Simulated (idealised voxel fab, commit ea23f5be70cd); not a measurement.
Process module, titled voxel released beams
Cross-sectional view cut (width: 250 nm; square cell size: 5 nm).
In what follows, cross-sections appear as grids of square cells, described through bands that run from the top down, where every band is one or more rows of cells.
In this notation a band is specified by the heights of its top and bottom, in that order and in nm, after which its materials appear from left to right, each paired with its width in nm. The word "full width" attached to a single material means that material fills the band from edge to edge; the word "blank" stands for empty space.
Zero point of the height axis is 0; under it, received wafer = one material. Lowest band: continues down indefinitely, "top 0, no bottom".
Graded width ("30 to 40"): value in top row of band = first number; value in bottom row = second number; row-to-row change constant.
Basically "identical to before" means that step didn't change any cell in the cross-section.
Each empty space that has no open way to the top and spans at least 8 cells appears under "Closed voids list" as width x height at distance, the distance counted from the left edge, all in nm.
Post-settings text on a step line: simulator's own remark regarding the step.
The "overlay nm" setting may appear on a step's line; for a step that uses a mask, it gives how far to the right of its planned position the mask lay, and a negative value indicates the left.
From here on the document is pairs. In a pair, the cross-section before one process step comes with the cross-section after it, and the latter goes no deeper than the lowest band that changed. What lies in between, the step and its settings, is written under the pair. A pair may be from a different run of this module on the same starting wafer than the pair above it, so it continues from that pair only where its entry headed "Prior to processing" says so.

[Prior to processing]
	top 0, no bottom = Si full width
	Closed voids list: none

[Post-Process Section]
	top 5, bottom 0 = SiN full width
	Below 0, no change.
	Closed voids list: none
Can you name the step between the two cross-sections above? It is CONFORMAL_DEP: material SiN, thk nm 5

Prior to processing: as shown after the step in the preceding pair, directly above.

[Post-Process Section]
	top 25, bottom 5 = SiO2 full width
	Below 5, no change.
	Closed voids list: none
Can you name the step between the two cross-sections above? It is DIRECTIONAL_DEP: material SiO2, thk nm 20

Prior to processing: as shown after the step in the preceding pair, directly above.

[Post-Process Section]
	top 25, bottom 5 = SiO2: 85, then blank: 35, then SiO2: 130
	Below 5, no change.
	Closed voids list: none
Can you name the step between the two cross-sections above? It is MASKED_ETCH: tone open, mask id ANCHOR, width nm 35, etch materials SiO2, depth nm 20, overlay nm 0

Prior to processing: as shown after the step in the preceding pair, directly above.

[Post-Process Section]
	top 35, bottom 25 = polySi: 95, then blank: 15, then polySi: 140
	top 25, bottom 15 = SiO2: 85, then polySi: 10, then blank: 15, then polySi: 10, then SiO2: 130
	top 15, bottom 5 = SiO2: 85, then polySi: 35, then SiO2: 130
	Below 5, no change.
	Closed voids list: none
Can you name the step between the two cross-sections above? It is CONFORMAL_DEP: material polySi, thk nm 10

Prior to processing: as shown after the step in the preceding pair, directly above.

[Post-Process Section]
	top 35, bottom 25 = blank: 80, then polySi: 15, then blank: 15, then polySi: 55, then blank: 85
	Below 25, no change.
	Closed voids list: none
Can you name the step between the two cross-sections above? It is MASKED_ETCH: tone cover, mask id BEAM, width nm 85, etch materials polySi, depth nm 10, overlay nm 0

Prior to processing: as shown after the step in the preceding pair, directly above.

[Post-Process Section]
	top 35, bottom 25 = blank: 80, then polySi: 15, then blank: 15, then polySi: 55, then blank: 85
	top 25, bottom 15 = blank: 85, then polySi: 10, then blank: 15, then polySi: 10, then blank: 130
	top 15, bottom 5 = blank: 85, then polySi: 35, then blank: 130
	Below 5, no change.
	Closed voids list: none
Can you name the step between the two cross-sections above? It is STRIP: etch materials SiO2

[Prior to processing]
	top 0, no bottom = Si full width
	Closed voids list: none

[Post-Process Section]
	top 20, bottom 0 = SiO2 full width
	Below 0, no change.
	Closed voids list: none
Can you name the step between the two cross-sections above? It is DIRECTIONAL_DEP: material SiO2, thk nm 20

Prior to processing: as shown after the step in the preceding pair, directly above.

[Post-Process Section]
	top 20, bottom 0 = SiO2: 85, then blank: 35, then SiO2: 130
	Below 0, no change.
	Closed voids list: none
Can you name the step between the two cross-sections above? It is MASKED_ETCH: tone open, mask id ANCHOR, width nm 35, etch materials SiO2, depth nm 20, overlay nm 0

Prior to processing: as shown after the step in the preceding pair, directly above.

[Post-Process Section]
	top 30, bottom 20 = polySi: 95, then blank: 15, then polySi: 140
	top 20, bottom 10 = SiO2: 85, then polySi: 10, then blank: 15, then polySi: 10, then SiO2: 130
	top 10, bottom 0 = SiO2: 85, then polySi: 35, then SiO2: 130
	Below 0, no change.
	Closed voids list: none
Can you name the step between the two cross-sections above? It is CONFORMAL_DEP: material polySi, thk nm 10

Prior to processing: as shown after the step in the preceding pair, directly above.

[Post-Process Section]
	top 30, bottom 20 = blank: 80, then polySi: 15, then blank: 15, then polySi: 55, then blank: 85
	Below 20, no change.
	Closed voids list: none
Can you name the step between the two cross-sections above? It is MASKED_ETCH: tone cover, mask id BEAM, width nm 85, etch materials polySi, depth nm 10, overlay nm 0

Prior to processing: as shown after the step in the preceding pair, directly above.

[Post-Process Section]
	top 30, bottom 20 = blank: 80, then polySi: 15, then blank: 15, then polySi: 55, then blank: 85
	top 20, bottom 10 = blank: 85, then polySi: 10, then blank: 15, then polySi: 10, then blank: 130
	top 10, bottom 0 = blank: 85, then polySi: 35, then blank: 130
	Below 0, no change.
	Closed voids list: none
Can you name the step between the two cross-sections above? It is STRIP: etch materials SiO2

[Prior to processing]
	top 20, bottom 0 = SiO2 full width
	top 0, no bottom = Si full width
	Closed voids list: none

[Post-Process Section]
	top 25, bottom 20 = SiN full width
	Below 20, no change.
	Closed voids list: none
Can you name the step between the two cross-sections above? It is CONFORMAL_DEP: material SiN, thk nm 5

Prior to processing: as shown after the step in the preceding pair, directly above.

[Post-Process Section]
	top 35, bottom 25 = polySi full width
	Below 25, no change.
	Closed voids list: none
Can you name the step between the two cross-sections above? It is CONFORMAL_DEP: material polySi, thk nm 10

Prior to processing: as shown after the step in the preceding pair, directly above.

[Post-Process Section]
	top 35, bottom 25 = blank: 80, then polySi: 85, then blank: 85
	Below 25, no change.
	Closed voids list: none
Can you name the step between the two cross-sections above? It is MASKED_ETCH: tone cover, mask id BEAM, width nm 85, etch materials polySi, depth nm 10, overlay nm 0

[Prior to processing]
	top 25, bottom 5 = SiO2: 85, then blank: 35, then SiO2: 130
	top 5, bottom 0 = SiN full width
	top 0, no bottom = Si full width
	Closed voids list: none

[Post-Process Section]
	top 30, bottom 25 = polySi: 90, then blank: 25, then polySi: 135
	top 25, bottom 10 = SiO2: 85, then polySi: 5, then blank: 25, then polySi: 5, then SiO2: 130
	top 10, bottom 5 = SiO2: 85, then polySi: 35, then SiO2: 130
	Below 5, no change.
	Closed voids list: none
Can you name the step between the two cross-sections above? It is CONFORMAL_DEP: material polySi, thk nm 5

Prior to processing: as shown after the step in the preceding pair, directly above.

[Post-Process Section]
	top 30, bottom 25 = blank: 80, then polySi: 10, then blank: 25, then polySi: 50, then blank: 85
	Below 25, no change.
	Closed voids list: none
Can you name the step between the two cross-sections above? It is MASKED_ETCH: tone cover, mask id BEAM, width nm 85, etch materials polySi, depth nm 10, overlay nm 0

Prior to processing: as shown after the step in the preceding pair, directly above.

[Post-Process Section]
	top 30, bottom 25 = blank: 80, then polySi: 10, then blank: 25, then polySi: 50, then blank: 85
	top 25, bottom 10 = blank: 85, then polySi: 5, then blank: 25, then polySi: 5, then blank: 130
	top 10, bottom 5 = blank: 85, then polySi: 35, then blank: 130
	Below 5, no change.
	Closed voids list: none
Can you name the step between the two cross-sections above? It is STRIP: etch materials SiO2

[Prior to processing]
	top 25, bottom 5 = SiO2 full width
	top 5, bottom 0 = SiN full width
	top 0, no bottom = Si full width
	Closed voids list: none

[Post-Process Section]
	top 25, bottom 5 = SiO2: 80, then blank: 45, then SiO2: 125
	Below 5, no change.
	Closed voids list: none
Can you name the step between the two cross-sections above? It is MASKED_ETCH: tone open, mask id ANCHOR, width nm 45, etch materials SiO2, depth nm 20, overlay nm 0

Prior to processing: as shown after the step in the preceding pair, directly above.

[Post-Process Section]
	top 35, bottom 25 = polySi: 90, then blank: 25, then polySi: 135
	top 25, bottom 15 = SiO2: 80, then polySi: 10, then blank: 25, then polySi: 10, then SiO2: 125
	top 15, bottom 5 = SiO2: 80, then polySi: 45, then SiO2: 125
	Below 5, no change.
	Closed voids list: none
Can you name the step between the two cross-sections above? It is CONFORMAL_DEP: material polySi, thk nm 10

Prior to processing: as shown after the step in the preceding pair, directly above.

[Post-Process Section]
	top 35, bottom 25 = blank: 80, then polySi: 10, then blank: 25, then polySi: 50, then blank: 85
	Below 25, no change.
	Closed voids list: none
Can you name the step between the two cross-sections above? It is MASKED_ETCH: tone cover, mask id BEAM, width nm 85, etch materials polySi, depth nm 10, overlay nm 0

Prior to processing: as shown after the step in the preceding pair, directly above.

[Post-Process Section]
	top 35, bottom 25 = blank: 80, then polySi: 10, then blank: 25, then polySi: 50, then blank: 85
	top 25, bottom 15 = blank: 80, then polySi: 10, then blank: 25, then polySi: 10, then blank: 125
	top 15, bottom 5 = blank: 80, then polySi: 45, then blank: 125
	Below 5, no change.
	Closed voids list: none
Can you name the step between the two cross-sections above? It is STRIP: etch materials SiO2

[Prior to processing]
	top 35, bottom 25 = polySi: 95, then blank: 15, then polySi: 140
	top 25, bottom 15 = SiO2: 85, then polySi: 10, then blank: 15, then polySi: 10, then SiO2: 130
	top 15, bottom 5 = SiO2: 85, then polySi: 35, then SiO2: 130
	top 5, bottom 0 = SiN full width
	top 0, no bottom = Si full width
	Closed voids list: none

[Post-Process Section]
	top 35, bottom 25 = blank: 85, then polySi: 10, then blank: 15, then polySi: 60, then blank: 80
	Below 25, no change.
	Closed voids list: none
Can you name the step between the two cross-sections above? It is MASKED_ETCH: tone cover, mask id BEAM, width nm 85, etch materials polySi, depth nm 10, overlay nm 5

Prior to processing: as shown after the step in the preceding pair, directly above.

[Post-Process Section]
	top 35, bottom 25 = blank: 85, then polySi: 10, then blank: 15, then polySi: 60, then blank: 80
	top 25, bottom 15 = blank: 85, then polySi: 10, then blank: 15, then polySi: 10, then blank: 130
	top 15, bottom 5 = blank: 85, then polySi: 35, then blank: 130
	Below 5, no change.
	Closed voids list: none
Can you name the step between the two cross-sections above? It is STRIP: etch materials SiO2

[Prior to processing]
	top 5, bottom 0 = SiN full width
	top 0, no bottom = Si full width
	Closed voids list: none

[Post-Process Section]
	top 25, bottom 0 = SiN full width
	Below 0, no change.
	Closed voids list: none
Can you name the step between the two cross-sections above? It is DIRECTIONAL_DEP: material SiN, thk nm 20

Prior to processing: as shown after the step in the preceding pair, directly above.

[Post-Process Section]
	top 35, bottom 25 = polySi full width
	Below 25, no change.
	Closed voids list: none
Can you name the step between the two cross-sections above? It is CONFORMAL_DEP: material polySi, thk nm 10

Prior to processing: as shown after the step in the preceding pair, directly above.

[Post-Process Section]
	top 35, bottom 25 = blank: 80, then polySi: 85, then blank: 85
	Below 25, no change.
	Closed voids list: none
Can you name the step between the two cross-sections above? It is MASKED_ETCH: tone cover, mask id BEAM, width nm 85, etch materials polySi, depth nm 10, overlay nm 0

[Prior to processing]
	top 25, bottom 5 = SiO2 full width
	top 5, bottom 0 = SiN full width
	top 0, no bottom = Si full width
	Closed voids list: none

[Post-Process Section]
	top 25, bottom 5 = blank: 85, then SiO2: 35, then blank: 130
	Below 5, no change.
	Closed voids list: none
Can you name the step between the two cross-sections above? It is MASKED_ETCH: tone cover, mask id ANCHOR, width nm 35, etch materials SiO2, depth nm 20, overlay nm 0

Prior to processing: as shown after the step in the preceding pair, directly above.

[Post-Process Section]
	top 35, bottom 25 = blank: 75, then polySi: 55, then blank: 120
	top 25, bottom 15 = blank: 75, then polySi: 10, then SiO2: 35, then polySi: 10, then blank: 120
	top 15, bottom 5 = polySi: 85, then SiO2: 35, then polySi: 130
	Below 5, no change.
	Closed voids list: none
Can you name the step between the two cross-sections above? It is CONFORMAL_DEP: material polySi, thk nm 10

Prior to processing: as shown after the step in the preceding pair, directly above.

[Post-Process Section]
	top 35, bottom 25 = blank: 80, then polySi: 50, then blank: 120
	top 25, bottom 15 = blank: 75, then polySi: 10, then SiO2: 35, then polySi: 10, then blank: 120
	top 15, bottom 5 = blank: 75, then polySi: 10, then SiO2: 35, then polySi: 45, then blank: 85
	Below 5, no change.
	Closed voids list: none
Can you name the step between the two cross-sections above? It is MASKED_ETCH: tone cover, mask id BEAM, width nm 85, etch materials polySi, depth nm 10, overlay nm 0
